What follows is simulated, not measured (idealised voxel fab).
The document below concerns the process module designated voxel double patterning.
cross-section cut | 240 nm wide | cells 5 nm
Reading order for cross-sections: top band down to bottom band. Underlying form: a grid of square cells. Band size: one or more rows of cells.
Per band: top height and bottom height in nm, followed by the left-to-right materials and their widths in nm; "edge to edge" marks a single material spanning edge to edge, "air" marks empty space.
Height datum 0, below which the as-received substrate wafer is one material. Lowest band open at the bottom, running downward: "top 0, no bottom".
The width entry "30->40" should be interpreted row by row: the top row of cells in the band takes the first number, the bottom row takes the second number, and the change between adjacent rows is uniform throughout.
"no change" for a step: no cell of the cross-section changed in that step.
So "Fully sealed voids" is basically the list of trapped voids: any empty space of 8 cells or more that can't reach the top through an opening. They're written width x height at distance, the distance being from the left edge, and it's all nm.
That trailing text on a step's line, after the settings, is the simulator's own remark on the step.
"overlay nm" answers the question of how far to the right of plan the mask lay on a step that has a mask, and when it is negative the answer is to the left.
Each pair of cross-sections that follows straddles one process step: the one shows the state before the step, the other the state after it, down to the lowest band that changed and no further. The step in question, and its settings, are given under the pair. Note that a pair is not necessarily a continuation of the pair above it, since pairs can come from different runs of this module on the same starting wafer; it is a continuation only where its entry headed "Before the step" says so.

Before the step:
* top 0, no bottom = Si edge to edge
* Fully sealed voids: none

Post-Process View:
* top 10, bottom 0 = SiO2 edge to edge
* For the remainder of the cross-section, below 0, there is no change.
* Fully sealed voids: none
Connecting step for the cross-sections above: CONFORMAL_DEP: material SiO2, thk nm 10

Before the step: = after-state of the pair above.

Post-Process View:
* top 25, bottom 10 = W edge to edge
* For the remainder of the cross-section, below 10, there is no change.
* Fully sealed voids: none
Connecting step for the cross-sections above: DIRECTIONAL_DEP: material W, thk nm 15

Before the step: = after-state of the pair above.

Post-Process View:
* top 30, bottom 25 = SiCN edge to edge
* For the remainder of the cross-section, below 25, there is no change.
* Fully sealed voids: none
Connecting step for the cross-sections above: DIRECTIONAL_DEP: material SiCN, thk nm 5

Before the step: = after-state of the pair above.

Post-Process View:
* top 45, bottom 30 = 85 of resist, 15 of air, 35 of resist, 15 of air, 90 of resist
* For the remainder of the cross-section, below 30, there is no change.
* Fully sealed voids: none
Connecting step for the cross-sections above: PATTERN: tone open, mask id FIRST, material resist, width nm 15, pitch nm 50, thk nm 15, overlay nm 0

Before the step: = after-state of the pair above.

Post-Process View:
* top 45, bottom 30 = 85 of resist, 15 of air, 35 of resist, 15 of air, 90 of resist
* top 30, bottom 25 = 85 of SiCN, 15 of air, 35 of SiCN, 15 of air, 90 of SiCN
* For the remainder of the cross-section, below 25, there is no change.
* Fully sealed voids: none
Connecting step for the cross-sections above: DIRECTIONAL_ETCH: etch materials SiCN, depth nm 5

Before the step: = after-state of the pair above.

Post-Process View:
* top 30, bottom 25 = 85 of SiCN, 15 of air, 35 of SiCN, 15 of air, 90 of SiCN
* For the remainder of the cross-section, below 25, there is no change.
* Fully sealed voids: none
Connecting step for the cross-sections above: STRIP: etch materials resist

Before the step: = after-state of the pair above.

Post-Process View:
* top 40, bottom 35 = 85 of aC, 15 of air, 35 of aC, 15 of air, 90 of aC
* top 35, bottom 30 = aC edge to edge
* top 30, bottom 25 = 85 of SiCN, 15 of aC, 35 of SiCN, 15 of aC, 90 of SiCN
* For the remainder of the cross-section, below 25, there is no change.
* Fully sealed voids: none
Connecting step for the cross-sections above: DIRECTIONAL_DEP: material aC, thk nm 10

Before the step: = after-state of the pair above.

Post-Process View:
* top 70, bottom 40 = 110 of resist, 15 of air, 115 of resist
* top 40, bottom 35 = 85 of aC, 15 of resist, 35 of aC, 15 of resist, 90 of aC
* For the remainder of the cross-section, below 35, there is no change.
* Fully sealed voids: none
Connecting step for the cross-sections above: PATTERN: tone open, mask id SECOND, material resist, width nm 15, thk nm 30, overlay nm 0

Before the step: = after-state of the pair above.

Post-Process View:
* top 60, bottom 40 = 110 of resist, 15 of air, 115 of resist
* top 40, bottom 35 = 85 of aC, 15 of resist, 10 of aC, 15 of air, 10 of aC, 15 of resist, 90 of aC
* top 35, bottom 30 = 110 of aC, 15 of air, 115 of aC
* For the remainder of the cross-section, below 30, there is no change.
* Fully sealed voids: none
Connecting step for the cross-sections above: DIRECTIONAL_ETCH: etch materials aC, depth nm 10

Before the step: = after-state of the pair above.

Post-Process View:
* top 40, bottom 35 = 85 of aC, 15 of air, 10 of aC, 15 of air, 10 of aC, 15 of air, 90 of aC
* For the remainder of the cross-section, below 35, there is no change.
* Fully sealed voids: none
Connecting step for the cross-sections above: STRIP: etch materials resist

Before the step: = after-state of the pair above.

Post-Process View:
* top 40, bottom 35 = 85 of aC, 15 of air, 10 of aC, 15 of air, 10 of aC, 15 of air, 90 of aC
* top 35, bottom 30 = 110 of aC, 15 of air, 115 of aC
* top 30, bottom 25 = 85 of SiCN, 15 of aC, 10 of SiCN, 15 of air, 10 of SiCN, 15 of aC, 90 of SiCN
* For the remainder of the cross-section, below 25, there is no change.
* Fully sealed voids: none
Connecting step for the cross-sections above: DIRECTIONAL_ETCH: etch materials SiCN, depth nm 5

Before the step: = after-state of the pair above.

Post-Process View:
* top 30, bottom 25 = 85 of SiCN, 15 of air, 10 of SiCN, 15 of air, 10 of SiCN, 15 of air, 90 of SiCN
* For the remainder of the cross-section, below 25, there is no change.
* Fully sealed voids: none
Connecting step for the cross-sections above: STRIP: etch materials aC

Before the step: = after-state of the pair above.

Post-Process View:
* top 30, bottom 25 = 85 of SiCN, 15 of air, 10 of SiCN, 15 of air, 10 of SiCN, 15 of air, 90 of SiCN
* top 25, bottom 10 = 85 of W, 15 of air, 10 of W, 15 of air, 10 of W, 15 of air, 90 of W
* For the remainder of the cross-section, below 10, there is no change.
* Fully sealed voids: none
Connecting step for the cross-sections above: DIRECTIONAL_ETCH: etch materials W, depth nm 15

Before the step: = after-state of the pair above.

Post-Process View:
* top 25, bottom 10 = 85 of W, 15 of air, 10 of W, 15 of air, 10 of W, 15 of air, 90 of W
* For the remainder of the cross-section, below 10, there is no change.
* Fully sealed voids: none
Connecting step for the cross-sections above: STRIP: etch materials SiCN

Before the step:
* top 0, no bottom = Si edge to edge
* Fully sealed voids: none

Post-Process View:
* top 15, bottom 0 = W edge to edge
* For the remainder of the cross-section, below 0, there is no change.
* Fully sealed voids: none
Connecting step for the cross-sections above: DIRECTIONAL_DEP: material W, thk nm 15

Before the step: = after-state of the pair above.

Post-Process View:
* top 20, bottom 15 = SiCN edge to edge
* For the remainder of the cross-section, below 15, there is no change.
* Fully sealed voids: none
Connecting step for the cross-sections above: DIRECTIONAL_DEP: material SiCN, thk nm 5

Before the step: = after-state of the pair above.

Post-Process View:
* top 35, bottom 20 = 85 of resist, 15 of air, 35 of resist, 15 of air, 90 of resist
* For the remainder of the cross-section, below 20, there is no change.
* Fully sealed voids: none
Connecting step for the cross-sections above: PATTERN: tone open, mask id FIRST, material resist, width nm 15, pitch nm 50, thk nm 15, overlay nm 0

Before the step: = after-state of the pair above.

Post-Process View:
* top 35, bottom 20 = 85 of resist, 15 of air, 35 of resist, 15 of air, 90 of resist
* top 20, bottom 15 = 85 of SiCN, 15 of air, 35 of SiCN, 15 of air, 90 of SiCN
* For the remainder of the cross-section, below 15, there is no change.
* Fully sealed voids: none
Connecting step for the cross-sections above: DIRECTIONAL_ETCH: etch materials SiCN, depth nm 5

Before the step: = after-state of the pair above.

Post-Process View:
* top 20, bottom 15 = 85 of SiCN, 15 of air, 35 of SiCN, 15 of air, 90 of SiCN
* For the remainder of the cross-section, below 15, there is no change.
* Fully sealed voids: none
Connecting step for the cross-sections above: STRIP: etch materials resist

Before the step: = after-state of the pair above.

Post-Process View:
* top 30, bottom 25 = 85 of aC, 15 of air, 35 of aC, 15 of air, 90 of aC
* top 25, bottom 20 = aC edge to edge
* top 20, bottom 15 = 85 of SiCN, 15 of aC, 35 of SiCN, 15 of aC, 90 of SiCN
* For the remainder of the cross-section, below 15, there is no change.
* Fully sealed voids: none
Connecting step for the cross-sections above: DIRECTIONAL_DEP: material aC, thk nm 10

Before the step: = after-state of the pair above.

Post-Process View:
* top 60, bottom 30 = 110 of resist, 15 of air, 115 of resist
* top 30, bottom 25 = 85 of aC, 15 of resist, 35 of aC, 15 of resist, 90 of aC
* For the remainder of the cross-section, below 25, there is no change.
* Fully sealed voids: none
Connecting step for the cross-sections above: PATTERN: tone open, mask id SECOND, material resist, width nm 15, thk nm 30, overlay nm 0

Before the step: = after-state of the pair above.

Post-Process View:
* top 50, bottom 30 = 110 of resist, 15 of air, 115 of resist
* top 30, bottom 25 = 85 of aC, 15 of resist, 10 of aC, 15 of air, 10 of aC, 15 of resist, 90 of aC
* top 25, bottom 20 = 110 of aC, 15 of air, 115 of aC
* For the remainder of the cross-section, below 20, there is no change.
* Fully sealed voids: none
Connecting step for the cross-sections above: DIRECTIONAL_ETCH: etch materials aC, depth nm 10

Before the step: = after-state of the pair above.

Post-Process View:
* top 30, bottom 25 = 85 of aC, 15 of air, 10 of aC, 15 of air, 10 of aC, 15 of air, 90 of aC
* For the remainder of the cross-section, below 25, there is no change.
* Fully sealed voids: none
Connecting step for the cross-sections above: STRIP: etch materials resist

Before the step: = after-state of the pair above.

Post-Process View:
* top 30, bottom 25 = 85 of aC, 15 of air, 10 of aC, 15 of air, 10 of aC, 15 of air, 90 of aC
* top 25, bottom 20 = 110 of aC, 15 of air, 115 of aC
* top 20, bottom 15 = 85 of SiCN, 15 of aC, 10 of SiCN, 15 of air, 10 of SiCN, 15 of aC, 90 of SiCN
* For the remainder of the cross-section, below 15, there is no change.
* Fully sealed voids: none
Connecting step for the cross-sections above: DIRECTIONAL_ETCH: etch materials SiCN, depth nm 5

Before the step: = after-state of the pair above.

Post-Process View:
* top 20, bottom 15 = 85 of SiCN, 15 of air, 10 of SiCN, 15 of air, 10 of SiCN, 15 of air, 90 of SiCN
* For the remainder of the cross-section, below 15, there is no change.
* Fully sealed voids: none
Connecting step for the cross-sections above: STRIP: etch materials aC

Before the step: = after-state of the pair above.

Post-Process View:
* top 20, bottom 15 = 85 of SiCN, 15 of air, 10 of SiCN, 15 of air, 10 of SiCN, 15 of air, 90 of SiCN
* top 15, bottom 0 = 85 of W, 15 of air, 10 of W, 15 of air, 10 of W, 15 of air, 90 of W
* For the remainder of the cross-section, below 0, there is no change.
* Fully sealed voids: none
Connecting step for the cross-sections above: DIRECTIONAL_ETCH: etch materials W, depth nm 15

Before the step: = after-state of the pair above.

Post-Process View:
* top 15, bottom 0 = 85 of W, 15 of air, 10 of W, 15 of air, 10 of W, 15 of air, 90 of W
* For the remainder of the cross-section, below 0, there is no change.
* Fully sealed voids: none
Connecting step for the cross-sections above: STRIP: etch materials SiCN

Before the step:
* top 25, bottom 10 = W edge to edge
* top 10, bottom 0 = SiO2 edge to edge
* top 0, no bottom = Si edge to edge
* Fully sealed voids: none

Post-Process View:
* top 40, bottom 10 = W edge to edge
* For the remainder of the cross-section, below 10, there is no change.
* Fully sealed voids: none
Connecting step for the cross-sections above: DIRECTIONAL_DEP: material W, thk nm 15

Before the step: = after-state of the pair above.

Post-Process View:
* top 45, bottom 40 = SiCN edge to edge
* For the remainder of the cross-section, below 40, there is no change.
* Fully sealed voids: none
Connecting step for the cross-sections above: DIRECTIONAL_DEP: material SiCN, thk nm 5

Before the step: = after-state of the pair above.

Post-Process View:
* top 60, bottom 45 = 85 of resist, 15 of air, 35 of resist, 15 of air, 90 of resist
* For the remainder of the cross-section, below 45, there is no change.
* Fully sealed voids: none
Connecting step for the cross-sections above: PATTERN: tone open, mask id FIRST, material resist, width nm 15, pitch nm 50, thk nm 15, overlay nm 0

Before the step: = after-state of the pair above.

Post-Process View:
* top 60, bottom 45 = 85 of resist, 15 of air, 35 of resist, 15 of air, 90 of resist
* top 45, bottom 40 = 85 of SiCN, 15 of air, 35 of SiCN, 15 of air, 90 of SiCN
* For the remainder of the cross-section, below 40, there is no change.
* Fully sealed voids: none
Connecting step for the cross-sections above: DIRECTIONAL_ETCH: etch materials SiCN, depth nm 5

Before the step: = after-state of the pair above.

Post-Process View:
* top 45, bottom 40 = 85 of SiCN, 15 of air, 35 of SiCN, 15 of air, 90 of SiCN
* For the remainder of the cross-section, below 40, there is no change.
* Fully sealed voids: none
Connecting step for the cross-sections above: STRIP: etch materials resist

Before the step: = after-state of the pair above.

Post-Process View:
* top 55, bottom 50 = 85 of aC, 15 of air, 35 of aC, 15 of air, 90 of aC
* top 50, bottom 45 = aC edge to edge
* top 45, bottom 40 = 85 of SiCN, 15 of aC, 35 of SiCN, 15 of aC, 90 of SiCN
* For the remainder of the cross-section, below 40, there is no change.
* Fully sealed voids: none
Connecting step for the cross-sections above: DIRECTIONAL_DEP: material aC, thk nm 10

Before the step: = after-state of the pair above.

Post-Process View:
* top 85, bottom 55 = 110 of resist, 15 of air, 115 of resist
* top 55, bottom 50 = 85 of aC, 15 of resist, 35 of aC, 15 of resist, 90 of aC
* For the remainder of the cross-section, below 50, there is no change.
* Fully sealed voids: none
Connecting step for the cross-sections above: PATTERN: tone open, mask id SECOND, material resist, width nm 15, thk nm 30, overlay nm 0

Before the step: = after-state of the pair above.

Post-Process View:
* top 75, bottom 55 = 110 of resist, 15 of air, 115 of resist
* top 55, bottom 50 = 85 of aC, 15 of resist, 10 of aC, 15 of air, 10 of aC, 15 of resist, 90 of aC
* top 50, bottom 45 = 110 of aC, 15 of air, 115 of aC
* For the remainder of the cross-section, below 45, there is no change.
* Fully sealed voids: none
Connecting step for the cross-sections above: DIRECTIONAL_ETCH: etch materials aC, depth nm 10

Before the step: = after-state of the pair above.

Post-Process View:
* top 55, bottom 50 = 85 of aC, 15 of air, 10 of aC, 15 of air, 10 of aC, 15 of air, 90 of aC
* For the remainder of the cross-section, below 50, there is no change.
* Fully sealed voids: none
Connecting step for the cross-sections above: STRIP: etch materials resist

Before the step: = after-state of the pair above.

Post-Process View:
* top 55, bottom 50 = 85 of aC, 15 of air, 10 of aC, 15 of air, 10 of aC, 15 of air, 90 of aC
* top 50, bottom 45 = 110 of aC, 15 of air, 115 of aC
* top 45, bottom 40 = 85 of SiCN, 15 of aC, 10 of SiCN, 15 of air, 10 of SiCN, 15 of aC, 90 of SiCN
* For the remainder of the cross-section, below 40, there is no change.
* Fully sealed voids: none
Connecting step for the cross-sections above: DIRECTIONAL_ETCH: etch materials SiCN, depth nm 5

Before the step: = after-state of the pair above.

Post-Process View:
* top 45, bottom 40 = 85 of SiCN, 15 of air, 10 of SiCN, 15 of air, 10 of SiCN, 15 of air, 90 of SiCN
* For the remainder of the cross-section, below 40, there is no change.
* Fully sealed voids: none
Connecting step for the cross-sections above: STRIP: etch materials aC

Before the step: = after-state of the pair above.

Post-Process View:
* top 45, bottom 40 = 85 of SiCN, 15 of air, 10 of SiCN, 15 of air, 10 of SiCN, 15 of air, 90 of SiCN
* top 40, bottom 25 = 85 of W, 15 of air, 10 of W, 15 of air, 10 of W, 15 of air, 90 of W
* For the remainder of the cross-section, below 25, there is no change.
* Fully sealed voids: none
Connecting step for the cross-sections above: DIRECTIONAL_ETCH: etch materials W, depth nm 15

Before the step: = after-state of the pair above.

Post-Process View:
* top 40, bottom 25 = 85 of W, 15 of air, 10 of W, 15 of air, 10 of W, 15 of air, 90 of W
* For the remainder of the cross-section, below 25, there is no change.
* Fully sealed voids: none
Connecting step for the cross-sections above: STRIP: etch materials SiCN

Before the step:
* top 15, bottom 0 = W edge to edge
* top 0, no bottom = Si edge to edge
* Fully sealed voids: none

Post-Process View:
* top 25, bottom 15 = SiO2 edge to edge
* For the remainder of the cross-section, below 15, there is no change.
* Fully sealed voids: none
Connecting step for the cross-sections above: CONFORMAL_DEP: material SiO2, thk nm 10

Before the step: = after-state of the pair above.

Post-Process View:
* top 30, bottom 25 = SiCN edge to edge
* For the remainder of the cross-section, below 25, there is no change.
* Fully sealed voids: none
Connecting step for the cross-sections above: DIRECTIONAL_DEP: material SiCN, thk nm 5

Before the step: = after-state of the pair above.

Post-Process View:
* top 45, bottom 30 = 85 of resist, 15 of air, 35 of resist, 15 of air, 90 of resist
* For the remainder of the cross-section, below 30, there is no change.
* Fully sealed voids: none
Connecting step for the cross-sections above: PATTERN: tone open, mask id FIRST, material resist, width nm 15, pitch nm 50, thk nm 15, overlay nm 0

Before the step: = after-state of the pair above.

Post-Process View:
* top 45, bottom 30 = 85 of resist, 15 of air, 35 of resist, 15 of air, 90 of resist
* top 30, bottom 25 = 85 of SiCN, 15 of air, 35 of SiCN, 15 of air, 90 of SiCN
* For the remainder of the cross-section, below 25, there is no change.
* Fully sealed voids: none
Connecting step for the cross-sections above: DIRECTIONAL_ETCH: etch materials SiCN, depth nm 5

Before the step: = after-state of the pair above.

Post-Process View:
* top 30, bottom 25 = 85 of SiCN, 15 of air, 35 of SiCN, 15 of air, 90 of SiCN
* For the remainder of the cross-section, below 25, there is no change.
* Fully sealed voids: none
Connecting step for the cross-sections above: STRIP: etch materials resist

Before the step: = after-state of the pair above.

Post-Process View:
* top 40, bottom 35 = 85 of aC, 15 of air, 35 of aC, 15 of air, 90 of aC
* top 35, bottom 30 = aC edge to edge
* top 30, bottom 25 = 85 of SiCN, 15 of aC, 35 of SiCN, 15 of aC, 90 of SiCN
* For the remainder of the cross-section, below 25, there is no change.
* Fully sealed voids: none
Connecting step for the cross-sections above: DIRECTIONAL_DEP: material aC, thk nm 10

Before the step: = after-state of the pair above.

Post-Process View:
* top 70, bottom 40 = 110 of resist, 15 of air, 115 of resist
* top 40, bottom 35 = 85 of aC, 15 of resist, 35 of aC, 15 of resist, 90 of aC
* For the remainder of the cross-section, below 35, there is no change.
* Fully sealed voids: none
Connecting step for the cross-sections above: PATTERN: tone open, mask id SECOND, material resist, width nm 15, thk nm 30, overlay nm 0

Before the step: = after-state of the pair above.

Post-Process View:
* top 60, bottom 40 = 110 of resist, 15 of air, 115 of resist
* top 40, bottom 35 = 85 of aC, 15 of resist, 10 of aC, 15 of air, 10 of aC, 15 of resist, 90 of aC
* top 35, bottom 30 = 110 of aC, 15 of air, 115 of aC
* For the remainder of the cross-section, below 30, there is no change.
* Fully sealed voids: none
Connecting step for the cross-sections above: DIRECTIONAL_ETCH: etch materials aC, depth nm 10

Before the step: = after-state of the pair above.

Post-Process View:
* top 40, bottom 35 = 85 of aC, 15 of air, 10 of aC, 15 of air, 10 of aC, 15 of air, 90 of aC
* For the remainder of the cross-section, below 35, there is no change.
* Fully sealed voids: none
Connecting step for the cross-sections above: STRIP: etch materials resist

Before the step: = after-state of the pair above.

Post-Process View:
* top 40, bottom 35 = 85 of aC, 15 of air, 10 of aC, 15 of air, 10 of aC, 15 of air, 90 of aC
* top 35, bottom 30 = 110 of aC, 15 of air, 115 of aC
* top 30, bottom 25 = 85 of SiCN, 15 of aC, 10 of SiCN, 15 of air, 10 of SiCN, 15 of aC, 90 of SiCN
* For the remainder of the cross-section, below 25, there is no change.
* Fully sealed voids: none
Connecting step for the cross-sections above: DIRECTIONAL_ETCH: etch materials SiCN, depth nm 5

Before the step: = after-state of the pair above.

Post-Process View:
* top 30, bottom 25 = 85 of SiCN, 15 of air, 10 of SiCN, 15 of air, 10 of SiCN, 15 of air, 90 of SiCN
* For the remainder of the cross-section, below 25, there is no change.
* Fully sealed voids: none
Connecting step for the cross-sections above: STRIP: etch materials aC

Before the step: = after-state of the pair above.

Post-Process View:
* top 25, bottom 15 = SiO2 edge to edge
* For the remainder of the cross-section, below 15, there is no change.
* Fully sealed voids: none
Connecting step for the cross-sections above: STRIP: etch materials SiCN

Before the step:
* top 10, bottom 0 = SiO2 edge to edge
* top 0, no bottom = Si edge to edge
* Fully sealed voids: none

Post-Process View:
* top 30, bottom 10 = W edge to edge
* For the remainder of the cross-section, below 10, there is no change.
* Fully sealed voids: none
Connecting step for the cross-sections above: DIRECTIONAL_DEP: material W, thk nm 20

Before the step: = after-state of the pair above.

Post-Process View:
* top 35, bottom 30 = SiCN edge to edge
* For the remainder of the cross-section, below 30, there is no change.
* Fully sealed voids: none
Connecting step for the cross-sections above: DIRECTIONAL_DEP: material SiCN, thk nm 5

Before the step: = after-state of the pair above.

Post-Process View:
* top 50, bottom 35 = 85 of resist, 15 of air, 35 of resist, 15 of air, 90 of resist
* For the remainder of the cross-section, below 35, there is no change.
* Fully sealed voids: none
Connecting step for the cross-sections above: PATTERN: tone open, mask id FIRST, material resist, width nm 15, pitch nm 50, thk nm 15, overlay nm 0

Before the step: = after-state of the pair above.

Post-Process View:
* top 50, bottom 35 = 85 of resist, 15 of air, 35 of resist, 15 of air, 90 of resist
* top 35, bottom 30 = 85 of SiCN, 15 of air, 35 of SiCN, 15 of air, 90 of SiCN
* For the remainder of the cross-section, below 30, there is no change.
* Fully sealed voids: none
Connecting step for the cross-sections above: DIRECTIONAL_ETCH: etch materials SiCN, depth nm 5

Before the step: = after-state of the pair above.

Post-Process View:
* top 35, bottom 30 = 85 of SiCN, 15 of air, 35 of SiCN, 15 of air, 90 of SiCN
* For the remainder of the cross-section, below 30, there is no change.
* Fully sealed voids: none
Connecting step for the cross-sections above: STRIP: etch materials resist

Before the step: = after-state of the pair above.

Post-Process View:
* top 45, bottom 40 = 85 of aC, 15 of air, 35 of aC, 15 of air, 90 of aC
* top 40, bottom 35 = aC edge to edge
* top 35, bottom 30 = 85 of SiCN, 15 of aC, 35 of SiCN, 15 of aC, 90 of SiCN
* For the remainder of the cross-section, below 30, there is no change.
* Fully sealed voids: none
Connecting step for the cross-sections above: DIRECTIONAL_DEP: material aC, thk nm 10

Before the step: = after-state of the pair above.

Post-Process View:
* top 75, bottom 45 = 110 of resist, 15 of air, 115 of resist
* top 45, bottom 40 = 85 of aC, 15 of resist, 35 of aC, 15 of resist, 90 of aC
* For the remainder of the cross-section, below 40, there is no change.
* Fully sealed voids: none
Connecting step for the cross-sections above: PATTERN: tone open, mask id SECOND, material resist, width nm 15, thk nm 30, overlay nm 0

Before the step: = after-state of the pair above.

Post-Process View:
* top 65, bottom 45 = 110 of resist, 15 of air, 115 of resist
* top 45, bottom 40 = 85 of aC, 15 of resist, 10 of aC, 15 of air, 10 of aC, 15 of resist, 90 of aC
* top 40, bottom 35 = 110 of aC, 15 of air, 115 of aC
* For the remainder of the cross-section, below 35, there is no change.
* Fully sealed voids: none
Connecting step for the cross-sections above: DIRECTIONAL_ETCH: etch materials aC, depth nm 10

Before the step: = after-state of the pair above.

Post-Process View:
* top 45, bottom 40 = 85 of aC, 15 of air, 10 of aC, 15 of air, 10 of aC, 15 of air, 90 of aC
* For the remainder of the cross-section, below 40, there is no change.
* Fully sealed voids: none
Connecting step for the cross-sections above: STRIP: etch materials resist

Before the step: = after-state of the pair above.

Post-Process View:
* top 45, bottom 40 = 85 of aC, 15 of air, 10 of aC, 15 of air, 10 of aC, 15 of air, 90 of aC
* top 40, bottom 35 = 110 of aC, 15 of air, 115 of aC
* top 35, bottom 30 = 85 of SiCN, 15 of aC, 10 of SiCN, 15 of air, 10 of SiCN, 15 of aC, 90 of SiCN
* For the remainder of the cross-section, below 30, there is no change.
* Fully sealed voids: none
Connecting step for the cross-sections above: DIRECTIONAL_ETCH: etch materials SiCN, depth nm 5

Before the step: = after-state of the pair above.

Post-Process View:
* top 35, bottom 30 = 85 of SiCN, 15 of air, 10 of SiCN, 15 of air, 10 of SiCN, 15 of air, 90 of SiCN
* For the remainder of the cross-section, below 30, there is no change.
* Fully sealed voids: none
Connecting step for the cross-sections above: STRIP: etch materials aC

Before the step: = after-state of the pair above.

Post-Process View:
* top 35, bottom 30 = 85 of SiCN, 15 of air, 10 of SiCN, 15 of air, 10 of SiCN, 15 of air, 90 of SiCN
* top 30, bottom 15 = 85 of W, 15 of air, 10 of W, 15 of air, 10 of W, 15 of air, 90 of W
* For the remainder of the cross-section, below 15, there is no change.
* Fully sealed voids: none
Connecting step for the cross-sections above: DIRECTIONAL_ETCH: etch materials W, depth nm 15

Before the step: = after-state of the pair above.

Post-Process View:
* top 30, bottom 15 = 85 of W, 15 of air, 10 of W, 15 of air, 10 of W, 15 of air, 90 of W
* For the remainder of the cross-section, below 15, there is no change.
* Fully sealed voids: none
Connecting step for the cross-sections above: STRIP: etch materials SiCN

Before the step:
* top 30, bottom 25 = SiCN edge to edge
* top 25, bottom 10 = W edge to edge
* top 10, bottom 0 = SiO2 edge to edge
* top 0, no bottom = Si edge to edge
* Fully sealed voids: none

Post-Process View:
* top 45, bottom 30 = 85 of resist, 20 of air, 30 of resist, 20 of air, 85 of resist
* For the remainder of the cross-section, below 30, there is no change.
* Fully sealed voids: none
Connecting step for the cross-sections above: PATTERN: tone open, mask id FIRST, material resist, width nm 20, pitch nm 50, thk nm 15, overlay nm 0

Before the step: = after-state of the pair above.

Post-Process View:
* top 45, bottom 30 = 85 of resist, 20 of air, 30 of resist, 20 of air, 85 of resist
* top 30, bottom 25 = 85 of SiCN, 20 of air, 30 of SiCN, 20 of air, 85 of SiCN
* For the remainder of the cross-section, below 25, there is no change.
* Fully sealed voids: none
Connecting step for the cross-sections above: DIRECTIONAL_ETCH: etch materials SiCN, depth nm 5

Before the step: = after-state of the pair above.

Post-Process View:
* top 30, bottom 25 = 85 of SiCN, 20 of air, 30 of SiCN, 20 of air, 85 of SiCN
* For the remainder of the cross-section, below 25, there is no change.
* Fully sealed voids: none
Connecting step for the cross-sections above: STRIP: etch materials resist

Before the step: = after-state of the pair above.

Post-Process View:
* top 40, bottom 35 = 85 of aC, 20 of air, 30 of aC, 20 of air, 85 of aC
* top 35, bottom 30 = aC edge to edge
* top 30, bottom 25 = 85 of SiCN, 20 of aC, 30 of SiCN, 20 of aC, 85 of SiCN
* For the remainder of the cross-section, below 25, there is no change.
* Fully sealed voids: none
Connecting step for the cross-sections above: DIRECTIONAL_DEP: material aC, thk nm 10

Before the step: = after-state of the pair above.

Post-Process View:
* top 70, bottom 40 = 110 of resist, 15 of air, 115 of resist
* top 40, bottom 35 = 85 of aC, 20 of resist, 30 of aC, 20 of resist, 85 of aC
* For the remainder of the cross-section, below 35, there is no change.
* Fully sealed voids: none
Connecting step for the cross-sections above: PATTERN: tone open, mask id SECOND, material resist, width nm 15, thk nm 30, overlay nm 0

Before the step: = after-state of the pair above.

Post-Process View:
* top 60, bottom 40 = 110 of resist, 15 of air, 115 of resist
* top 40, bottom 35 = 85 of aC, 20 of resist, 5 of aC, 15 of air, 10 of aC, 20 of resist, 85 of aC
* top 35, bottom 30 = 110 of aC, 15 of air, 115 of aC
* For the remainder of the cross-section, below 30, there is no change.
* Fully sealed voids: none
Connecting step for the cross-sections above: DIRECTIONAL_ETCH: etch materials aC, depth nm 10

Before the step: = after-state of the pair above.

Post-Process View:
* top 40, bottom 35 = 85 of aC, 20 of air, 5 of aC, 15 of air, 10 of aC, 20 of air, 85 of aC
* For the remainder of the cross-section, below 35, there is no change.
* Fully sealed voids: none
Connecting step for the cross-sections above: STRIP: etch materials resist

Before the step: = after-state of the pair above.

Post-Process View:
* top 40, bottom 35 = 85 of aC, 20 of air, 5 of aC, 15 of air, 10 of aC, 20 of air, 85 of aC
* top 35, bottom 30 = 110 of aC, 15 of air, 115 of aC
* top 30, bottom 25 = 85 of SiCN, 20 of aC, 5 of SiCN, 15 of air, 10 of SiCN, 20 of aC, 85 of SiCN
* For the remainder of the cross-section, below 25, there is no change.
* Fully sealed voids: none
Connecting step for the cross-sections above: DIRECTIONAL_ETCH: etch materials SiCN, depth nm 5

Before the step: = after-state of the pair above.

Post-Process View:
* top 30, bottom 25 = 85 of SiCN, 20 of air, 5 of SiCN, 15 of air, 10 of SiCN, 20 of air, 85 of SiCN
* For the remainder of the cross-section, below 25, there is no change.
* Fully sealed voids: none
Connecting step for the cross-sections above: STRIP: etch materials aC

Before the step: = after-state of the pair above.

Post-Process View:
* top 30, bottom 25 = 85 of SiCN, 20 of air, 5 of SiCN, 15 of air, 10 of SiCN, 20 of air, 85 of SiCN
* top 25, bottom 10 = 85 of W, 20 of air, 5 of W, 15 of air, 10 of W, 20 of air, 85 of W
* For the remainder of the cross-section, below 10, there is no change.
* Fully sealed voids: none
Connecting step for the cross-sections above: DIRECTIONAL_ETCH: etch materials W, depth nm 15

Before the step: = after-state of the pair above.

Post-Process View:
* top 25, bottom 10 = 85 of W, 20 of air, 5 of W, 15 of air, 10 of W, 20 of air, 85 of W
* For the remainder of the cross-section, below 10, there is no change.
* Fully sealed voids: none
Connecting step for the cross-sections above: STRIP: etch materials SiCN

Before the step:
* top 30, bottom 25 = SiCN edge to edge
* top 25, bottom 10 = W edge to edge
* top 10, bottom 0 = SiO2 edge to edge
* top 0, no bottom = Si edge to edge
* Fully sealed voids: none

Post-Process View:
* top 45, bottom 30 = 95 of resist, 15 of air, 35 of resist, 15 of air, 80 of resist
* For the remainder of the cross-section, below 30, there is no change.
* Fully sealed voids: none
Connecting step for the cross-sections above: PATTERN: tone open, mask id FIRST, material resist, width nm 15, pitch nm 50, thk nm 15, overlay nm 10

Before the step: = after-state of the pair above.

Post-Process View:
* top 45, bottom 30 = 95 of resist, 15 of air, 35 of resist, 15 of air, 80 of resist
* top 30, bottom 25 = 95 of SiCN, 15 of air, 35 of SiCN, 15 of air, 80 of SiCN
* For the remainder of the cross-section, below 25, there is no change.
* Fully sealed voids: none
Connecting step for the cross-sections above: DIRECTIONAL_ETCH: etch materials SiCN, depth nm 5

Before the step: = after-state of the pair above.

Post-Process View:
* top 30, bottom 25 = 95 of SiCN, 15 of air, 35 of SiCN, 15 of air, 80 of SiCN
* For the remainder of the cross-section, below 25, there is no change.
* Fully sealed voids: none
Connecting step for the cross-sections above: STRIP: etch materials resist

Before the step: = after-state of the pair above.

Post-Process View:
* top 40, bottom 35 = 95 of aC, 15 of air, 35 of aC, 15 of air, 80 of aC
* top 35, bottom 30 = aC edge to edge
* top 30, bottom 25 = 95 of SiCN, 15 of aC, 35 of SiCN, 15 of aC, 80 of SiCN
* For the remainder of the cross-section, below 25, there is no change.
* Fully sealed voids: none
Connecting step for the cross-sections above: DIRECTIONAL_DEP: material aC, thk nm 10
